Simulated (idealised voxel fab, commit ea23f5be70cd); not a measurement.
process module | voxel transistor to metal
cross-section cut | 295 nm wide | cells 5 nm
A cross-section is a grid of square cells, given in bands from the top down. A band is one or more rows of cells.
Each band's line starts with the height of the band's top and of its bottom, in nm. Then come its materials from left to right, each with its width in nm. One material with "throughout" fills the band from edge to edge. "air" is empty space.
Height 0 is the level under which the wafer as received is all one material. The lowest band goes on downwards, as in "0 down".
A width such as "30 to 40" changes by the same amount from each row of cells to the next, from the band's top row to its bottom row.
"no change" after a step means that no cell of the cross-section changed.
closed voids: empty space of 8 cells or more with no open way to the top, each as width x height at its distance from the left edge, in nm
after a step's settings: what the simulator itself notes on the step
overlay nm, on a step with a mask: how far to the right of its planned place the mask lay; to the left if negative
plan
1 op RECEIVE | material Si
2 op CONFORMAL_DEP | material SiO2 | thk nm 5
3 op CONFORMAL_DEP | material SiN | thk nm 15
4 op PATTERN | tone cover | mask id ACTIVE | material resist | width nm 105 | pitch nm 135 | thk nm 15 | overlay nm 0
5 op DIRECTIONAL_ETCH | etch materials SiN | depth nm 15
6 op DIRECTIONAL_ETCH | etch materials SiO2 | depth nm 5
7 op DIRECTIONAL_ETCH | etch materials Si | depth nm 30
8 op STRIP | etch materials resist
9 op OXIDIZE | depth nm 5
10 op FILL_DEP | material SiO2 | thk nm 10
11 op CMP | height nm 20
12 op SELECTIVE_ETCH | etch materials SiO2 | depth nm 15
13 op STRIP | etch materials SiN
14 op SELECTIVE_ETCH | etch materials SiO2 | depth nm 5
15 op OXIDIZE | depth nm 5
16 op DIRECTIONAL_DEP | material polySi | thk nm 25
17 op DIRECTIONAL_DEP | material SiCN | thk nm 10
18 op MASKED_ETCH | tone cover | mask id GATE | width nm 25 | pitch nm 135 | etch materials SiCN | depth nm 20 | overlay nm 0
19 op MASKED_ETCH | tone cover | mask id GATE | width nm 25 | pitch nm 135 | etch materials polySi | depth nm 35 | overlay nm 0
20 op CONFORMAL_DEP | material SiO2 | thk nm 5
21 op DIRECTIONAL_ETCH | etch materials SiO2 | depth nm 5
22 op CONFORMAL_DEP | material SiN | thk nm 10
23 op DIRECTIONAL_ETCH | etch materials SiN | depth nm 10
24 op DIRECTIONAL_ETCH | etch materials SiO2 | depth nm 5
25 op DIRECTIONAL_ETCH | etch materials Si | depth nm 15
26 op EPI | material nSi | thk nm 15
27 op FILL_DEP | material SiO2 | thk nm 10
28 op CMP | height nm 35
29 op DIRECTIONAL_DEP | material SiO2 | thk nm 15
30 op DIRECTIONAL_DEP | material aC | thk nm 15
31 op PATTERN | tone open | mask id CONTACT | material resist | width nm 30 | thk nm 30 | overlay nm 0
32 op DIRECTIONAL_ETCH | etch materials aC | depth nm 15
33 op STRIP | etch materials resist
34 op DIRECTIONAL_ETCH | etch materials SiO2 | depth nm 55
35 op STRIP | etch materials aC
36 op CONFORMAL_DEP | material TiN | thk nm 5
37 op FILL_DEP | material W | thk nm 5
38 op CMP | height nm 50
39 op DIRECTIONAL_DEP | material TiN | thk nm 5
40 op DIRECTIONAL_DEP | material Ru | thk nm 20
41 op PATTERN | tone cover | mask id METAL_1 | material resist | width nm 20 | thk nm 20 | overlay nm 0
42 op DIRECTIONAL_ETCH | etch materials Ru | depth nm 20
43 op DIRECTIONAL_ETCH | etch materials TiN | depth nm 5
44 op STRIP | etch materials resist
45 op CONFORMAL_DEP | material SiN | thk nm 5
46 op FILL_DEP | material lowk | thk nm 5
47 op CMP | height nm 75
48 op CONFORMAL_DEP | material SiCN | thk nm 5
49 op DIRECTIONAL_DEP | material lowk | thk nm 25
50 op DIRECTIONAL_DEP | material aC | thk nm 15
51 op PATTERN | tone open | mask id METAL_2 | material resist | width nm 20 | pitch nm 135 | thk nm 35 | overlay nm 0
52 op DIRECTIONAL_ETCH | etch materials aC | depth nm 15
53 op STRIP | etch materials resist
54 op DIRECTIONAL_ETCH | etch materials lowk | depth nm 15
55 op STRIP | etch materials aC
56 op DIRECTIONAL_DEP | material aC | thk nm 10
57 op PATTERN | tone open | mask id METAL_2_HOLES | material resist | width nm 15 | pitch nm 135 | thk nm 25 | overlay nm 0
58 op DIRECTIONAL_ETCH | etch materials aC | depth nm 10
59 op STRIP | etch materials resist
60 op DIRECTIONAL_ETCH | etch materials lowk | depth nm 10
61 op DIRECTIONAL_ETCH | etch materials SiCN | depth nm 5
62 op STRIP | etch materials aC
63 op CONFORMAL_DEP | material TiN | thk nm 5
64 op FILL_DEP | material Cu | thk nm 5
65 op CMP | height nm 105
66 op CONFORMAL_DEP | material SiCN | thk nm 5
first wafer, as planned
as received, after step 1
  0 down: Si throughout
  closed voids: none
after step 2
  5 to 0: SiO2 throughout
  below 0: unchanged
after step 3
  20 to 5: SiN throughout
  below 5: unchanged
after step 4
  35 to 20: air 25 | resist 105 | air 30 | resist 105 | air 30
  below 20: unchanged
after step 5
  35 to 20: air 25 | resist 105 | air 30 | resist 105 | air 30
  20 to 5: air 25 | SiN 105 | air 30 | SiN 105 | air 30
  below 5: unchanged
after step 6
  35 to 20: air 25 | resist 105 | air 30 | resist 105 | air 30
  20 to 5: air 25 | SiN 105 | air 30 | SiN 105 | air 30
  5 to 0: air 25 | SiO2 105 | air 30 | SiO2 105 | air 30
  below 0: unchanged
after step 7
  35 to 20: air 25 | resist 105 | air 30 | resist 105 | air 30
  20 to 5: air 25 | SiN 105 | air 30 | SiN 105 | air 30
  5 to 0: air 25 | SiO2 105 | air 30 | SiO2 105 | air 30
  0 to -30: air 25 | Si 105 | air 30 | Si 105 | air 30
  below -30: unchanged
after step 8
  20 to 5: air 25 | SiN 105 | air 30 | SiN 105 | air 30
  below 5: unchanged
after step 9
  20 to 5: air 25 | SiN 105 | air 30 | SiN 105 | air 30
  5 to 0: air 25 | SiO2 105 | air 30 | SiO2 105 | air 30
  0 to -30: air 25 | SiO2 5 | Si 95 | SiO2 5 | air 30 | SiO2 5 | Si 95 | SiO2 5 | air 30
  -30 to -35: SiO2 30 | Si 95 | SiO2 40 | Si 95 | SiO2 35
  below -35: unchanged
after step 10
  30 to 20: SiO2 throughout
  20 to 5: SiO2 25 | SiN 105 | SiO2 30 | SiN 105 | SiO2 30
  5 to 0: SiO2 throughout
  0 to -35: SiO2 30 | Si 95 | SiO2 40 | Si 95 | SiO2 35
  below -35: unchanged
after step 11
  20 to 5: SiO2 25 | SiN 105 | SiO2 30 | SiN 105 | SiO2 30
  below 5: unchanged
after step 12
  20 to 5: air 25 | SiN 105 | air 30 | SiN 105 | air 30
  below 5: unchanged
after step 13
  5 to 0: SiO2 throughout
  below 0: unchanged
after step 14
  0 to -35: SiO2 30 | Si 95 | SiO2 40 | Si 95 | SiO2 35
  below -35: unchanged
after step 15
  0 to -5: SiO2 throughout
  below -5: unchanged
after step 16
  25 to 0: polySi throughout
  below 0: unchanged
after step 17
  35 to 25: SiCN throughout
  below 25: unchanged
after step 18
  35 to 25: air 65 | SiCN 25 | air 110 | SiCN 25 | air 70
  below 25: unchanged
after step 19
  35 to 25: air 65 | SiCN 25 | air 110 | SiCN 25 | air 70
  25 to 0: air 65 | polySi 25 | air 110 | polySi 25 | air 70
  below 0: unchanged
after step 20
  40 to 35: air 60 | SiO2 35 | air 100 | SiO2 35 | air 65
  35 to 25: air 60 | SiO2 5 | SiCN 25 | SiO2 5 | air 100 | SiO2 5 | SiCN 25 | SiO2 5 | air 65
  25 to 5: air 60 | SiO2 5 | polySi 25 | SiO2 5 | air 100 | SiO2 5 | polySi 25 | SiO2 5 | air 65
  5 to 0: SiO2 65 | polySi 25 | SiO2 110 | polySi 25 | SiO2 70
  below 0: unchanged
after step 21
  35 to 25: air 60 | SiO2 5 | SiCN 25 | SiO2 5 | air 100 | SiO2 5 | SiCN 25 | SiO2 5 | air 65
  25 to 0: air 60 | SiO2 5 | polySi 25 | SiO2 5 | air 100 | SiO2 5 | polySi 25 | SiO2 5 | air 65
  below 0: unchanged
after step 22
  45 to 35: air 50 | SiN 55 | air 80 | SiN 55 | air 55
  35 to 25: air 50 | SiN 10 | SiO2 5 | SiCN 25 | SiO2 5 | SiN 10 | air 80 | SiN 10 | SiO2 5 | SiCN 25 | SiO2 5 | SiN 10 | air 55
  25 to 10: air 50 | SiN 10 | SiO2 5 | polySi 25 | SiO2 5 | SiN 10 | air 80 | SiN 10 | SiO2 5 | polySi 25 | SiO2 5 | SiN 10 | air 55
  10 to 0: SiN 60 | SiO2 5 | polySi 25 | SiO2 5 | SiN 100 | SiO2 5 | polySi 25 | SiO2 5 | SiN 65
  below 0: unchanged
after step 23
  35 to 25: air 50 | SiN 10 | SiO2 5 | SiCN 25 | SiO2 5 | SiN 10 | air 80 | SiN 10 | SiO2 5 | SiCN 25 | SiO2 5 | SiN 10 | air 55
  25 to 0: air 50 | SiN 10 | SiO2 5 | polySi 25 | SiO2 5 | SiN 10 | air 80 | SiN 10 | SiO2 5 | polySi 25 | SiO2 5 | SiN 10 | air 55
  below 0: unchanged
after step 24
  35 to 30: air 50 | SiN 10 | air 5 | SiCN 25 | air 5 | SiN 10 | air 80 | SiN 10 | air 5 | SiCN 25 | air 5 | SiN 10 | air 55
  30 to 25: air 50 | SiN 10 | SiO2 5 | SiCN 25 | SiO2 5 | SiN 10 | air 80 | SiN 10 | SiO2 5 | SiCN 25 | SiO2 5 | SiN 10 | air 55
  25 to 0: air 50 | SiN 10 | SiO2 5 | polySi 25 | SiO2 5 | SiN 10 | air 80 | SiN 10 | SiO2 5 | polySi 25 | SiO2 5 | SiN 10 | air 55
  0 to -5: air 50 | SiO2 55 | air 80 | SiO2 55 | air 55
  below -5: unchanged
after step 25
  35 to 30: air 50 | SiN 10 | air 5 | SiCN 25 | air 5 | SiN 10 | air 80 | SiN 10 | air 5 | SiCN 25 | air 5 | SiN 10 | air 55
  30 to 25: air 50 | SiN 10 | SiO2 5 | SiCN 25 | SiO2 5 | SiN 10 | air 80 | SiN 10 | SiO2 5 | SiCN 25 | SiO2 5 | SiN 10 | air 55
  25 to 0: air 50 | SiN 10 | SiO2 5 | polySi 25 | SiO2 5 | SiN 10 | air 80 | SiN 10 | SiO2 5 | polySi 25 | SiO2 5 | SiN 10 | air 55
  0 to -5: air 50 | SiO2 55 | air 80 | SiO2 55 | air 55
  -5 to -20: SiO2 30 | air 20 | Si 55 | air 20 | SiO2 40 | air 20 | Si 55 | air 20 | SiO2 35
  below -20: unchanged
after step 26
  35 to 30: air 50 | SiN 10 | air 5 | SiCN 25 | air 5 | SiN 10 | air 80 | SiN 10 | air 5 | SiCN 25 | air 5 | SiN 10 | air 55
  30 to 25: air 50 | SiN 10 | SiO2 5 | SiCN 25 | SiO2 5 | SiN 10 | air 80 | SiN 10 | SiO2 5 | SiCN 25 | SiO2 5 | SiN 10 | air 55
  25 to 10: air 50 | SiN 10 | SiO2 5 | polySi 25 | SiO2 5 | SiN 10 | air 80 | SiN 10 | SiO2 5 | polySi 25 | SiO2 5 | SiN 10 | air 55
  10 to 0: air 35 | nSi 15 | SiN 10 | SiO2 5 | polySi 25 | SiO2 5 | SiN 10 | nSi 15 | air 50 | nSi 15 | SiN 10 | SiO2 5 | polySi 25 | SiO2 5 | SiN 10 | nSi 15 | air 40
  0 to -5: air 35 | nSi 15 | SiO2 55 | nSi 15 | air 50 | nSi 15 | SiO2 55 | nSi 15 | air 40
  -5 to -20: SiO2 30 | nSi 20 | Si 55 | nSi 20 | SiO2 40 | nSi 20 | Si 55 | nSi 20 | SiO2 35
  below -20: unchanged
after step 27
  45 to 35: SiO2 throughout
  35 to 25: SiO2 50 | SiN 10 | SiO2 5 | SiCN 25 | SiO2 5 | SiN 10 | SiO2 80 | SiN 10 | SiO2 5 | SiCN 25 | SiO2 5 | SiN 10 | SiO2 55
  25 to 10: SiO2 50 | SiN 10 | SiO2 5 | polySi 25 | SiO2 5 | SiN 10 | SiO2 80 | SiN 10 | SiO2 5 | polySi 25 | SiO2 5 | SiN 10 | SiO2 55
  10 to 0: SiO2 35 | nSi 15 | SiN 10 | SiO2 5 | polySi 25 | SiO2 5 | SiN 10 | nSi 15 | SiO2 50 | nSi 15 | SiN 10 | SiO2 5 | polySi 25 | SiO2 5 | SiN 10 | nSi 15 | SiO2 40
  0 to -5: SiO2 35 | nSi 15 | SiO2 55 | nSi 15 | SiO2 50 | nSi 15 | SiO2 55 | nSi 15 | SiO2 40
  below -5: unchanged
after step 28
  35 to 25: SiO2 50 | SiN 10 | SiO2 5 | SiCN 25 | SiO2 5 | SiN 10 | SiO2 80 | SiN 10 | SiO2 5 | SiCN 25 | SiO2 5 | SiN 10 | SiO2 55
  below 25: unchanged
after step 29
  50 to 35: SiO2 throughout
  below 35: unchanged
after step 30
  65 to 50: aC throughout
  below 50: unchanged
after step 31
  95 to 65: resist 30 | air 30 | resist 35 | air 30 | resist 40 | air 30 | resist 35 | air 30 | resist 35
  below 65: unchanged
after step 32
  80 to 65: resist 30 | air 30 | resist 35 | air 30 | resist 40 | air 30 | resist 35 | air 30 | resist 35
  65 to 50: aC 30 | air 30 | aC 35 | air 30 | aC 40 | air 30 | aC 35 | air 30 | aC 35
  below 50: unchanged
after step 33
  65 to 50: aC 30 | air 30 | aC 35 | air 30 | aC 40 | air 30 | aC 35 | air 30 | aC 35
  below 50: unchanged
after step 34
  65 to 50: aC 30 | air 30 | aC 35 | air 30 | aC 40 | air 30 | aC 35 | air 30 | aC 35
  50 to 35: SiO2 30 | air 30 | SiO2 35 | air 30 | SiO2 40 | air 30 | SiO2 35 | air 30 | SiO2 35
  35 to 25: SiO2 30 | air 20 | SiN 10 | SiO2 5 | SiCN 25 | SiO2 5 | SiN 10 | air 20 | SiO2 40 | air 20 | SiN 10 | SiO2 5 | SiCN 25 | SiO2 5 | SiN 10 | air 20 | SiO2 35
  25 to 10: SiO2 30 | air 20 | SiN 10 | SiO2 5 | polySi 25 | SiO2 5 | SiN 10 | air 20 | SiO2 40 | air 20 | SiN 10 | SiO2 5 | polySi 25 | SiO2 5 | SiN 10 | air 20 | SiO2 35
  10 to 0: SiO2 30 | air 5 | nSi 15 | SiN 10 | SiO2 5 | polySi 25 | SiO2 5 | SiN 10 | nSi 15 | air 5 | SiO2 40 | air 5 | nSi 15 | SiN 10 | SiO2 5 | polySi 25 | SiO2 5 | SiN 10 | nSi 15 | air 5 | SiO2 35
  0 to -5: SiO2 30 | air 5 | nSi 15 | SiO2 55 | nSi 15 | air 5 | SiO2 40 | air 5 | nSi 15 | SiO2 55 | nSi 15 | air 5 | SiO2 35
  below -5: unchanged
after step 35
  50 to 35: SiO2 30 | air 30 | SiO2 35 | air 30 | SiO2 40 | air 30 | SiO2 35 | air 30 | SiO2 35
  below 35: unchanged
after step 36
  55 to 50: TiN 35 | air 20 | TiN 45 | air 20 | TiN 50 | air 20 | TiN 45 | air 20 | TiN 40
  50 to 40: SiO2 30 | TiN 5 | air 20 | TiN 5 | SiO2 35 | TiN 5 | air 20 | TiN 5 | SiO2 40 | TiN 5 | air 20 | TiN 5 | SiO2 35 | TiN 5 | air 20 | TiN 5 | SiO2 35
  40 to 35: SiO2 30 | TiN 5 | air 10 | TiN 15 | SiO2 35 | TiN 15 | air 10 | TiN 5 | SiO2 40 | TiN 5 | air 10 | TiN 15 | SiO2 35 | TiN 15 | air 10 | TiN 5 | SiO2 35
  35 to 25: SiO2 30 | TiN 5 | air 10 | TiN 5 | SiN 10 | SiO2 5 | SiCN 25 | SiO2 5 | SiN 10 | TiN 5 | air 10 | TiN 5 | SiO2 40 | TiN 5 | air 10 | TiN 5 | SiN 10 | SiO2 5 | SiCN 25 | SiO2 5 | SiN 10 | TiN 5 | air 10 | TiN 5 | SiO2 35
  25 to 15: SiO2 30 | TiN 5 | air 10 | TiN 5 | SiN 10 | SiO2 5 | polySi 25 | SiO2 5 | SiN 10 | TiN 5 | air 10 | TiN 5 | SiO2 40 | TiN 5 | air 10 | TiN 5 | SiN 10 | SiO2 5 | polySi 25 | SiO2 5 | SiN 10 | TiN 5 | air 10 | TiN 5 | SiO2 35
  15 to 10: SiO2 30 | TiN 20 | SiN 10 | SiO2 5 | polySi 25 | SiO2 5 | SiN 10 | TiN 20 | SiO2 40 | TiN 20 | SiN 10 | SiO2 5 | polySi 25 | SiO2 5 | SiN 10 | TiN 20 | SiO2 35
  10 to 0: SiO2 30 | TiN 5 | nSi 15 | SiN 10 | SiO2 5 | polySi 25 | SiO2 5 | SiN 10 | nSi 15 | TiN 5 | SiO2 40 | TiN 5 | nSi 15 | SiN 10 | SiO2 5 | polySi 25 | SiO2 5 | SiN 10 | nSi 15 | TiN 5 | SiO2 35
  0 to -5: SiO2 30 | TiN 5 | nSi 15 | SiO2 55 | nSi 15 | TiN 5 | SiO2 40 | TiN 5 | nSi 15 | SiO2 55 | nSi 15 | TiN 5 | SiO2 35
  below -5: unchanged
after step 37
  60 to 55: W throughout
  55 to 50: TiN 35 | W 20 | TiN 45 | W 20 | TiN 50 | W 20 | TiN 45 | W 20 | TiN 40
  50 to 40: SiO2 30 | TiN 5 | W 20 | TiN 5 | SiO2 35 | TiN 5 | W 20 | TiN 5 | SiO2 40 | TiN 5 | W 20 | TiN 5 | SiO2 35 | TiN 5 | W 20 | TiN 5 | SiO2 35
  40 to 35: SiO2 30 | TiN 5 | W 10 | TiN 15 | SiO2 35 | TiN 15 | W 10 | TiN 5 | SiO2 40 | TiN 5 | W 10 | TiN 15 | SiO2 35 | TiN 15 | W 10 | TiN 5 | SiO2 35
  35 to 25: SiO2 30 | TiN 5 | W 10 | TiN 5 | SiN 10 | SiO2 5 | SiCN 25 | SiO2 5 | SiN 10 | TiN 5 | W 10 | TiN 5 | SiO2 40 | TiN 5 | W 10 | TiN 5 | SiN 10 | SiO2 5 | SiCN 25 | SiO2 5 | SiN 10 | TiN 5 | W 10 | TiN 5 | SiO2 35
  25 to 15: SiO2 30 | TiN 5 | W 10 | TiN 5 | SiN 10 | SiO2 5 | polySi 25 | SiO2 5 | SiN 10 | TiN 5 | W 10 | TiN 5 | SiO2 40 | TiN 5 | W 10 | TiN 5 | SiN 10 | SiO2 5 | polySi 25 | SiO2 5 | SiN 10 | TiN 5 | W 10 | TiN 5 | SiO2 35
  below 15: unchanged
after step 38
  50 to 40: SiO2 30 | TiN 5 | W 20 | TiN 5 | SiO2 35 | TiN 5 | W 20 | TiN 5 | SiO2 40 | TiN 5 | W 20 | TiN 5 | SiO2 35 | TiN 5 | W 20 | TiN 5 | SiO2 35
  below 40: unchanged
after step 39
  55 to 50: TiN throughout
  below 50: unchanged
after step 40
  75 to 55: Ru throughout
  below 55: unchanged
after step 41
  95 to 75: air 30 | resist 20 | air 55 | resist 20 | air 40 | resist 20 | air 55 | resist 20 | air 35
  below 75: unchanged
after step 42
  95 to 75: air 30 | resist 20 | air 55 | resist 20 | air 40 | resist 20 | air 55 | resist 20 | air 35
  75 to 55: air 30 | Ru 20 | air 55 | Ru 20 | air 40 | Ru 20 | air 55 | Ru 20 | air 35
  below 55: unchanged
after step 43
  95 to 75: air 30 | resist 20 | air 55 | resist 20 | air 40 | resist 20 | air 55 | resist 20 | air 35
  75 to 55: air 30 | Ru 20 | air 55 | Ru 20 | air 40 | Ru 20 | air 55 | Ru 20 | air 35
  55 to 50: air 30 | TiN 20 | air 55 | TiN 20 | air 40 | TiN 20 | air 55 | TiN 20 | air 35
  below 50: unchanged
after step 44
  75 to 55: air 30 | Ru 20 | air 55 | Ru 20 | air 40 | Ru 20 | air 55 | Ru 20 | air 35
  below 55: unchanged
after step 45
  80 to 75: air 25 | SiN 30 | air 45 | SiN 30 | air 30 | SiN 30 | air 45 | SiN 30 | air 30
  75 to 55: air 25 | SiN 5 | Ru 20 | SiN 5 | air 45 | SiN 5 | Ru 20 | SiN 5 | air 30 | SiN 5 | Ru 20 | SiN 5 | air 45 | SiN 5 | Ru 20 | SiN 5 | air 30
  55 to 50: SiN 30 | TiN 20 | SiN 55 | TiN 20 | SiN 40 | TiN 20 | SiN 55 | TiN 20 | SiN 35
  below 50: unchanged
after step 46
  85 to 80: lowk throughout
  80 to 75: lowk 25 | SiN 30 | lowk 45 | SiN 30 | lowk 30 | SiN 30 | lowk 45 | SiN 30 | lowk 30
  75 to 55: lowk 25 | SiN 5 | Ru 20 | SiN 5 | lowk 45 | SiN 5 | Ru 20 | SiN 5 | lowk 30 | SiN 5 | Ru 20 | SiN 5 | lowk 45 | SiN 5 | Ru 20 | SiN 5 | lowk 30
  below 55: unchanged
after step 47
  75 to 55: lowk 25 | SiN 5 | Ru 20 | SiN 5 | lowk 45 | SiN 5 | Ru 20 | SiN 5 | lowk 30 | SiN 5 | Ru 20 | SiN 5 | lowk 45 | SiN 5 | Ru 20 | SiN 5 | lowk 30
  below 55: unchanged
after step 48
  80 to 75: SiCN throughout
  below 75: unchanged
after step 49
  105 to 80: lowk throughout
  below 80: unchanged
after step 50
  120 to 105: aC throughout
  below 105: unchanged
after step 51
  155 to 120: resist 30 | air 20 | resist 115 | air 20 | resist 110
  below 120: unchanged
after step 52
  140 to 120: resist 30 | air 20 | resist 115 | air 20 | resist 110
  120 to 105: aC 30 | air 20 | aC 115 | air 20 | aC 110
  below 105: unchanged
after step 53
  120 to 105: aC 30 | air 20 | aC 115 | air 20 | aC 110
  below 105: unchanged
after step 54
  120 to 105: aC 30 | air 20 | aC 115 | air 20 | aC 110
  105 to 90: lowk 30 | air 20 | lowk 115 | air 20 | lowk 110
  below 90: unchanged
after step 55
  105 to 90: lowk 30 | air 20 | lowk 115 | air 20 | lowk 110
  below 90: unchanged
after step 56
  115 to 105: aC 30 | air 20 | aC 115 | air 20 | aC 110
  105 to 100: lowk 30 | air 20 | lowk 115 | air 20 | lowk 110
  100 to 90: lowk 30 | aC 20 | lowk 115 | aC 20 | lowk 110
  below 90: unchanged
after step 57
  140 to 115: resist 30 | air 15 | resist 120 | air 15 | resist 115
  115 to 105: aC 30 | air 15 | resist 5 | aC 115 | air 15 | resist 5 | aC 110
  105 to 100: lowk 30 | air 15 | resist 5 | lowk 115 | air 15 | resist 5 | lowk 110
  below 100: unchanged
after step 58
  130 to 115: resist 30 | air 15 | resist 120 | air 15 | resist 115
  115 to 105: aC 30 | air 15 | resist 5 | aC 115 | air 15 | resist 5 | aC 110
  105 to 100: lowk 30 | air 15 | resist 5 | lowk 115 | air 15 | resist 5 | lowk 110
  100 to 90: lowk 30 | air 15 | aC 5 | lowk 115 | air 15 | aC 5 | lowk 110
  below 90: unchanged
after step 59
  115 to 105: aC 30 | air 20 | aC 115 | air 20 | aC 110
  105 to 100: lowk 30 | air 20 | lowk 115 | air 20 | lowk 110
  below 100: unchanged
after step 60
  115 to 105: aC 30 | air 20 | aC 115 | air 20 | aC 110
  105 to 100: lowk 30 | air 20 | lowk 115 | air 20 | lowk 110
  100 to 90: lowk 30 | air 15 | aC 5 | lowk 115 | air 15 | aC 5 | lowk 110
  90 to 80: lowk 30 | air 15 | lowk 120 | air 15 | lowk 115
  below 80: unchanged
after step 61
  115 to 105: aC 30 | air 20 | aC 115 | air 20 | aC 110
  105 to 100: lowk 30 | air 20 | lowk 115 | air 20 | lowk 110
  100 to 90: lowk 30 | air 15 | aC 5 | lowk 115 | air 15 | aC 5 | lowk 110
  90 to 80: lowk 30 | air 15 | lowk 120 | air 15 | lowk 115
  80 to 75: SiCN 30 | air 15 | SiCN 120 | air 15 | SiCN 115
  below 75: unchanged
after step 62
  105 to 90: lowk 30 | air 20 | lowk 115 | air 20 | lowk 110
  below 90: unchanged
after step 63
  110 to 105: TiN 35 | air 10 | TiN 125 | air 10 | TiN 115
  105 to 95: lowk 30 | TiN 5 | air 10 | TiN 5 | lowk 115 | TiN 5 | air 10 | TiN 5 | lowk 110
  95 to 90: lowk 30 | TiN 5 | air 5 | TiN 10 | lowk 115 | TiN 5 | air 5 | TiN 10 | lowk 110
  90 to 80: lowk 30 | TiN 5 | air 5 | TiN 5 | lowk 120 | TiN 5 | air 5 | TiN 5 | lowk 115
  80 to 75: SiCN 30 | TiN 15 | SiCN 120 | TiN 15 | SiCN 115
  below 75: unchanged
after step 64
  115 to 110: Cu throughout
  110 to 105: TiN 35 | Cu 10 | TiN 125 | Cu 10 | TiN 115
  105 to 95: lowk 30 | TiN 5 | Cu 10 | TiN 5 | lowk 115 | TiN 5 | Cu 10 | TiN 5 | lowk 110
  95 to 90: lowk 30 | TiN 5 | Cu 5 | TiN 10 | lowk 115 | TiN 5 | Cu 5 | TiN 10 | lowk 110
  90 to 80: lowk 30 | TiN 5 | Cu 5 | TiN 5 | lowk 120 | TiN 5 | Cu 5 | TiN 5 | lowk 115
  below 80: unchanged
after step 65
  105 to 95: lowk 30 | TiN 5 | Cu 10 | TiN 5 | lowk 115 | TiN 5 | Cu 10 | TiN 5 | lowk 110
  below 95: unchanged
after step 66
  110 to 105: SiCN throughout
  below 105: unchanged
second wafer: like start, like plan, one mistake. Through step 44 it matches the first wafer
when step 45 should have ended
  80 to 75: air 25 | W 30 | air 45 | W 30 | air 30 | W 30 | air 45 | W 30 | air 30
  75 to 55: air 25 | W 5 | Ru 20 | W 5 | air 45 | W 5 | Ru 20 | W 5 | air 30 | W 5 | Ru 20 | W 5 | air 45 | W 5 | Ru 20 | W 5 | air 30
  55 to 50: W 30 | TiN 20 | W 55 | TiN 20 | W 40 | TiN 20 | W 55 | TiN 20 | W 35
  below 50: unchanged
when step 46 should have ended
  85 to 80: lowk throughout
  80 to 75: lowk 25 | W 30 | lowk 45 | W 30 | lowk 30 | W 30 | lowk 45 | W 30 | lowk 30
  75 to 55: lowk 25 | W 5 | Ru 20 | W 5 | lowk 45 | W 5 | Ru 20 | W 5 | lowk 30 | W 5 | Ru 20 | W 5 | lowk 45 | W 5 | Ru 20 | W 5 | lowk 30
  below 55: unchanged
when step 47 should have ended
  75 to 55: lowk 25 | W 5 | Ru 20 | W 5 | lowk 45 | W 5 | Ru 20 | W 5 | lowk 30 | W 5 | Ru 20 | W 5 | lowk 45 | W 5 | Ru 20 | W 5 | lowk 30
  below 55: unchanged
when step 48 should have ended
  80 to 75: SiCN throughout
  below 75: unchanged
when step 49 should have ended
  105 to 80: lowk throughout
  below 80: unchanged
when step 50 should have ended
  120 to 105: aC throughout
  below 105: unchanged
when step 51 should have ended
  155 to 120: resist 30 | air 20 | resist 115 | air 20 | resist 110
  below 120: unchanged
when step 52 should have ended
  140 to 120: resist 30 | air 20 | resist 115 | air 20 | resist 110
  120 to 105: aC 30 | air 20 | aC 115 | air 20 | aC 110
  below 105: unchanged
when step 53 should have ended
  120 to 105: aC 30 | air 20 | aC 115 | air 20 | aC 110
  below 105: unchanged
when step 54 should have ended
  120 to 105: aC 30 | air 20 | aC 115 | air 20 | aC 110
  105 to 90: lowk 30 | air 20 | lowk 115 | air 20 | lowk 110
  below 90: unchanged
when step 55 should have ended
  105 to 90: lowk 30 | air 20 | lowk 115 | air 20 | lowk 110
  below 90: unchanged
when step 56 should have ended
  115 to 105: aC 30 | air 20 | aC 115 | air 20 | aC 110
  105 to 100: lowk 30 | air 20 | lowk 115 | air 20 | lowk 110
  100 to 90: lowk 30 | aC 20 | lowk 115 | aC 20 | lowk 110
  below 90: unchanged
when step 57 should have ended
  140 to 115: resist 30 | air 15 | resist 120 | air 15 | resist 115
  115 to 105: aC 30 | air 15 | resist 5 | aC 115 | air 15 | resist 5 | aC 110
  105 to 100: lowk 30 | air 15 | resist 5 | lowk 115 | air 15 | resist 5 | lowk 110
  below 100: unchanged
when step 58 should have ended
  130 to 115: resist 30 | air 15 | resist 120 | air 15 | resist 115
  115 to 105: aC 30 | air 15 | resist 5 | aC 115 | air 15 | resist 5 | aC 110
  105 to 100: lowk 30 | air 15 | resist 5 | lowk 115 | air 15 | resist 5 | lowk 110
  100 to 90: lowk 30 | air 15 | aC 5 | lowk 115 | air 15 | aC 5 | lowk 110
  below 90: unchanged
when step 59 should have ended
  115 to 105: aC 30 | air 20 | aC 115 | air 20 | aC 110
  105 to 100: lowk 30 | air 20 | lowk 115 | air 20 | lowk 110
  below 100: unchanged
when step 60 should have ended
  115 to 105: aC 30 | air 20 | aC 115 | air 20 | aC 110
  105 to 100: lowk 30 | air 20 | lowk 115 | air 20 | lowk 110
  100 to 90: lowk 30 | air 15 | aC 5 | lowk 115 | air 15 | aC 5 | lowk 110
  90 to 80: lowk 30 | air 15 | lowk 120 | air 15 | lowk 115
  below 80: unchanged
when step 61 should have ended
  115 to 105: aC 30 | air 20 | aC 115 | air 20 | aC 110
  105 to 100: lowk 30 | air 20 | lowk 115 | air 20 | lowk 110
  100 to 90: lowk 30 | air 15 | aC 5 | lowk 115 | air 15 | aC 5 | lowk 110
  90 to 80: lowk 30 | air 15 | lowk 120 | air 15 | lowk 115
  80 to 75: SiCN 30 | air 15 | SiCN 120 | air 15 | SiCN 115
  below 75: unchanged
when step 62 should have ended
  105 to 90: lowk 30 | air 20 | lowk 115 | air 20 | lowk 110
  below 90: unchanged
when step 63 should have ended
  110 to 105: TiN 35 | air 10 | TiN 125 | air 10 | TiN 115
  105 to 95: lowk 30 | TiN 5 | air 10 | TiN 5 | lowk 115 | TiN 5 | air 10 | TiN 5 | lowk 110
  95 to 90: lowk 30 | TiN 5 | air 5 | TiN 10 | lowk 115 | TiN 5 | air 5 | TiN 10 | lowk 110
  90 to 80: lowk 30 | TiN 5 | air 5 | TiN 5 | lowk 120 | TiN 5 | air 5 | TiN 5 | lowk 115
  80 to 75: SiCN 30 | TiN 15 | SiCN 120 | TiN 15 | SiCN 115
  below 75: unchanged
when step 64 should have ended
  115 to 110: Cu throughout
  110 to 105: TiN 35 | Cu 10 | TiN 125 | Cu 10 | TiN 115
  105 to 95: lowk 30 | TiN 5 | Cu 10 | TiN 5 | lowk 115 | TiN 5 | Cu 10 | TiN 5 | lowk 110
  95 to 90: lowk 30 | TiN 5 | Cu 5 | TiN 10 | lowk 115 | TiN 5 | Cu 5 | TiN 10 | lowk 110
  90 to 80: lowk 30 | TiN 5 | Cu 5 | TiN 5 | lowk 120 | TiN 5 | Cu 5 | TiN 5 | lowk 115
  below 80: unchanged
when step 65 should have ended
  105 to 95: lowk 30 | TiN 5 | Cu 10 | TiN 5 | lowk 115 | TiN 5 | Cu 10 | TiN 5 | lowk 110
  below 95: unchanged
when step 66 should have ended
  110 to 105: SiCN throughout
  below 105: unchanged
what went wrong: step 45 ran as: op CONFORMAL_DEP | material W | thk nm 5
at the end the second wafer has, in cells: 75 fewer of SiN | 75 more of W
